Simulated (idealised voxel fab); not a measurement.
process module | voxel wiring stack
cross-section cut | 255 nm wide | cells 5 nm
A cross-section is a grid of square cells, given in bands from the top down. A band is one or more rows of cells.
Each band's line starts with the height of the band's top and of its bottom, in nm. Then come its materials from left to right, each with its width in nm. One material with "throughout" fills the band from edge to edge. "air" is empty space.
Height 0 is the level under which the wafer as received is all one material. The lowest band goes on downwards, as in "0 down".
A width such as "30 to 40" changes by the same amount from each row of cells to the next, from the band's top row to its bottom row.
"no change" after a step means that no cell of the cross-section changed.
closed voids: empty space of 8 cells or more with no open way to the top, each as width x height at its distance from the left edge, in nm
after a step's settings: what the simulator itself notes on the step
overlay nm, on a step with a mask: how far to the right of its planned place the mask lay; to the left if negative
plan
1 op RECEIVE | material Si
2 op CONFORMAL_DEP | material SiO2 | thk nm 15
3 op CONFORMAL_DEP | material SiN | thk nm 5
4 op DIRECTIONAL_DEP | material lowk | thk nm 25
5 op MASKED_ETCH | tone open | mask id METAL_1 | width nm 30 | pitch nm 50 | etch materials lowk | depth nm 25 | overlay nm 0
6 op MASKED_ETCH | tone open | mask id METAL_1 | width nm 30 | pitch nm 50 | etch materials SiN | depth nm 5 | overlay nm 0
7 op CONFORMAL_DEP | material TiN | thk nm 5
8 op FILL_DEP | material Cu | thk nm 10
9 op CMP | height nm 45
10 op CONFORMAL_DEP | material SiCN | thk nm 5
11 op DIRECTIONAL_DEP | material SiO2 | thk nm 25
12 op MASKED_ETCH | tone open | mask id METAL_2_HOLES | width nm 15 | pitch nm 50 | etch materials SiO2 | depth nm 25 | overlay nm 0
13 op MASKED_ETCH | tone open | mask id METAL_2 | width nm 30 | pitch nm 50 | etch materials SiO2 | depth nm 15 | overlay nm 0
14 op MASKED_ETCH | tone open | mask id METAL_2 | width nm 30 | pitch nm 50 | etch materials SiCN | depth nm 5 | overlay nm 0
15 op CONFORMAL_DEP | material TiN | thk nm 5
16 op FILL_DEP | material Cu | thk nm 10
17 op CMP | height nm 75
18 op CONFORMAL_DEP | material SiCN | thk nm 5
19 op DIRECTIONAL_DEP | material lowk | thk nm 30
20 op MASKED_ETCH | tone open | mask id METAL_3 | width nm 30 | pitch nm 50 | etch materials lowk | depth nm 15 | overlay nm 0
21 op MASKED_ETCH | tone open | mask id METAL_3_HOLES | width nm 15 | pitch nm 50 | etch materials lowk | depth nm 15 | overlay nm 0
22 op MASKED_ETCH | tone open | mask id METAL_3_HOLES | width nm 15 | pitch nm 50 | etch materials SiCN | depth nm 5 | overlay nm 0
23 op CONFORMAL_DEP | material TiN | thk nm 5
24 op FILL_DEP | material Cu | thk nm 5
25 op CMP | height nm 110
26 op CONFORMAL_DEP | material SiN | thk nm 5
first wafer, as planned
as received, after step 1
  0 down: Si throughout
  closed voids: none
after step 2
  15 to 0: SiO2 throughout
  below 0: unchanged
after step 3
  20 to 15: SiN throughout
  below 15: unchanged
after step 4
  45 to 20: lowk throughout
  below 20: unchanged
after step 5
  45 to 20: lowk 35 | air 30 | lowk 20 | air 30 | lowk 20 | air 30 | lowk 20 | air 30 | lowk 40
  below 20: unchanged
after step 6
  45 to 20: lowk 35 | air 30 | lowk 20 | air 30 | lowk 20 | air 30 | lowk 20 | air 30 | lowk 40
  20 to 15: SiN 35 | air 30 | SiN 20 | air 30 | SiN 20 | air 30 | SiN 20 | air 30 | SiN 40
  below 15: unchanged
after step 7
  50 to 45: TiN 40 | air 20 | TiN 30 | air 20 | TiN 30 | air 20 | TiN 30 | air 20 | TiN 45
  45 to 20: lowk 35 | TiN 5 | air 20 | TiN 5 | lowk 20 | TiN 5 | air 20 | TiN 5 | lowk 20 | TiN 5 | air 20 | TiN 5 | lowk 20 | TiN 5 | air 20 | TiN 5 | lowk 40
  20 to 15: SiN 35 | TiN 30 | SiN 20 | TiN 30 | SiN 20 | TiN 30 | SiN 20 | TiN 30 | SiN 40
  below 15: unchanged
after step 8
  60 to 50: Cu throughout
  50 to 45: TiN 40 | Cu 20 | TiN 30 | Cu 20 | TiN 30 | Cu 20 | TiN 30 | Cu 20 | TiN 45
  45 to 20: lowk 35 | TiN 5 | Cu 20 | TiN 5 | lowk 20 | TiN 5 | Cu 20 | TiN 5 | lowk 20 | TiN 5 | Cu 20 | TiN 5 | lowk 20 | TiN 5 | Cu 20 | TiN 5 | lowk 40
  below 20: unchanged
after step 9
  45 to 20: lowk 35 | TiN 5 | Cu 20 | TiN 5 | lowk 20 | TiN 5 | Cu 20 | TiN 5 | lowk 20 | TiN 5 | Cu 20 | TiN 5 | lowk 20 | TiN 5 | Cu 20 | TiN 5 | lowk 40
  below 20: unchanged
after step 10
  50 to 45: SiCN throughout
  below 45: unchanged
after step 11
  75 to 50: SiO2 throughout
  below 50: unchanged
after step 12
  75 to 50: SiO2 35 | air 15 | SiO2 35 | air 15 | SiO2 35 | air 15 | SiO2 35 | air 15 | SiO2 55
  below 50: unchanged
after step 13
  75 to 60: SiO2 35 | air 30 | SiO2 20 | air 30 | SiO2 20 | air 30 | SiO2 20 | air 30 | SiO2 40
  below 60: unchanged
after step 14
  75 to 60: SiO2 35 | air 30 | SiO2 20 | air 30 | SiO2 20 | air 30 | SiO2 20 | air 30 | SiO2 40
  60 to 50: SiO2 35 | air 15 | SiO2 35 | air 15 | SiO2 35 | air 15 | SiO2 35 | air 15 | SiO2 55
  50 to 45: SiCN 35 | air 15 | SiCN 35 | air 15 | SiCN 35 | air 15 | SiCN 35 | air 15 | SiCN 55
  below 45: unchanged
after step 15
  80 to 75: TiN 40 | air 20 | TiN 30 | air 20 | TiN 30 | air 20 | TiN 30 | air 20 | TiN 45
  75 to 65: SiO2 35 | TiN 5 | air 20 | TiN 5 | SiO2 20 | TiN 5 | air 20 | TiN 5 | SiO2 20 | TiN 5 | air 20 | TiN 5 | SiO2 20 | TiN 5 | air 20 | TiN 5 | SiO2 40
  65 to 60: SiO2 35 | TiN 5 | air 5 | TiN 20 | SiO2 20 | TiN 5 | air 5 | TiN 20 | SiO2 20 | TiN 5 | air 5 | TiN 20 | SiO2 20 | TiN 5 | air 5 | TiN 20 | SiO2 40
  60 to 50: SiO2 35 | TiN 5 | air 5 | TiN 5 | SiO2 35 | TiN 5 | air 5 | TiN 5 | SiO2 35 | TiN 5 | air 5 | TiN 5 | SiO2 35 | TiN 5 | air 5 | TiN 5 | SiO2 55
  50 to 45: SiCN 35 | TiN 15 | SiCN 35 | TiN 15 | SiCN 35 | TiN 15 | SiCN 35 | TiN 15 | SiCN 55
  below 45: unchanged
after step 16
  90 to 80: Cu throughout
  80 to 75: TiN 40 | Cu 20 | TiN 30 | Cu 20 | TiN 30 | Cu 20 | TiN 30 | Cu 20 | TiN 45
  75 to 65: SiO2 35 | TiN 5 | Cu 20 | TiN 5 | SiO2 20 | TiN 5 | Cu 20 | TiN 5 | SiO2 20 | TiN 5 | Cu 20 | TiN 5 | SiO2 20 | TiN 5 | Cu 20 | TiN 5 | SiO2 40
  65 to 60: SiO2 35 | TiN 5 | Cu 5 | TiN 20 | SiO2 20 | TiN 5 | Cu 5 | TiN 20 | SiO2 20 | TiN 5 | Cu 5 | TiN 20 | SiO2 20 | TiN 5 | Cu 5 | TiN 20 | SiO2 40
  60 to 50: SiO2 35 | TiN 5 | Cu 5 | TiN 5 | SiO2 35 | TiN 5 | Cu 5 | TiN 5 | SiO2 35 | TiN 5 | Cu 5 | TiN 5 | SiO2 35 | TiN 5 | Cu 5 | TiN 5 | SiO2 55
  below 50: unchanged
after step 17
  75 to 65: SiO2 35 | TiN 5 | Cu 20 | TiN 5 | SiO2 20 | TiN 5 | Cu 20 | TiN 5 | SiO2 20 | TiN 5 | Cu 20 | TiN 5 | SiO2 20 | TiN 5 | Cu 20 | TiN 5 | SiO2 40
  below 65: unchanged
after step 18
  80 to 75: SiCN throughout
  below 75: unchanged
after step 19
  110 to 80: lowk throughout
  below 80: unchanged
after step 20
  110 to 95: lowk 35 | air 30 | lowk 20 | air 30 | lowk 20 | air 30 | lowk 20 | air 30 | lowk 40
  below 95: unchanged
after step 21
  110 to 95: lowk 35 | air 30 | lowk 20 | air 30 | lowk 20 | air 30 | lowk 20 | air 30 | lowk 40
  95 to 80: lowk 35 | air 15 | lowk 35 | air 15 | lowk 35 | air 15 | lowk 35 | air 15 | lowk 55
  below 80: unchanged
after step 22
  110 to 95: lowk 35 | air 30 | lowk 20 | air 30 | lowk 20 | air 30 | lowk 20 | air 30 | lowk 40
  95 to 80: lowk 35 | air 15 | lowk 35 | air 15 | lowk 35 | air 15 | lowk 35 | air 15 | lowk 55
  80 to 75: SiCN 35 | air 15 | SiCN 35 | air 15 | SiCN 35 | air 15 | SiCN 35 | air 15 | SiCN 55
  below 75: unchanged
after step 23
  115 to 110: TiN 40 | air 20 | TiN 30 | air 20 | TiN 30 | air 20 | TiN 30 | air 20 | TiN 45
  110 to 100: lowk 35 | TiN 5 | air 20 | TiN 5 | lowk 20 | TiN 5 | air 20 | TiN 5 | lowk 20 | TiN 5 | air 20 | TiN 5 | lowk 20 | TiN 5 | air 20 | TiN 5 | lowk 40
  100 to 95: lowk 35 | TiN 5 | air 5 | TiN 20 | lowk 20 | TiN 5 | air 5 | TiN 20 | lowk 20 | TiN 5 | air 5 | TiN 20 | lowk 20 | TiN 5 | air 5 | TiN 20 | lowk 40
  95 to 80: lowk 35 | TiN 5 | air 5 | TiN 5 | lowk 35 | TiN 5 | air 5 | TiN 5 | lowk 35 | TiN 5 | air 5 | TiN 5 | lowk 35 | TiN 5 | air 5 | TiN 5 | lowk 55
  80 to 75: SiCN 35 | TiN 15 | SiCN 35 | TiN 15 | SiCN 35 | TiN 15 | SiCN 35 | TiN 15 | SiCN 55
  below 75: unchanged
after step 24
  120 to 115: Cu throughout
  115 to 110: TiN 40 | Cu 20 | TiN 30 | Cu 20 | TiN 30 | Cu 20 | TiN 30 | Cu 20 | TiN 45
  110 to 100: lowk 35 | TiN 5 | Cu 20 | TiN 5 | lowk 20 | TiN 5 | Cu 20 | TiN 5 | lowk 20 | TiN 5 | Cu 20 | TiN 5 | lowk 20 | TiN 5 | Cu 20 | TiN 5 | lowk 40
  100 to 95: lowk 35 | TiN 5 | Cu 5 | TiN 20 | lowk 20 | TiN 5 | Cu 5 | TiN 20 | lowk 20 | TiN 5 | Cu 5 | TiN 20 | lowk 20 | TiN 5 | Cu 5 | TiN 20 | lowk 40
  95 to 80: lowk 35 | TiN 5 | Cu 5 | TiN 5 | lowk 35 | TiN 5 | Cu 5 | TiN 5 | lowk 35 | TiN 5 | Cu 5 | TiN 5 | lowk 35 | TiN 5 | Cu 5 | TiN 5 | lowk 55
  below 80: unchanged
after step 25
  110 to 100: lowk 35 | TiN 5 | Cu 20 | TiN 5 | lowk 20 | TiN 5 | Cu 20 | TiN 5 | lowk 20 | TiN 5 | Cu 20 | TiN 5 | lowk 20 | TiN 5 | Cu 20 | TiN 5 | lowk 40
  below 100: unchanged
after step 26
  115 to 110: SiN throughout
  below 110: unchanged
second wafer: like start, like plan, one mistake. Through step 25 it matches the first wafer
when step 26 should have ended
  115 to 110: TiN throughout
  below 110: unchanged
what went wrong: step 26 ran as: op CONFORMAL_DEP | material TiN | thk nm 5
at the end the second wafer has, in cells: 51 fewer of SiN | 51 more of TiN
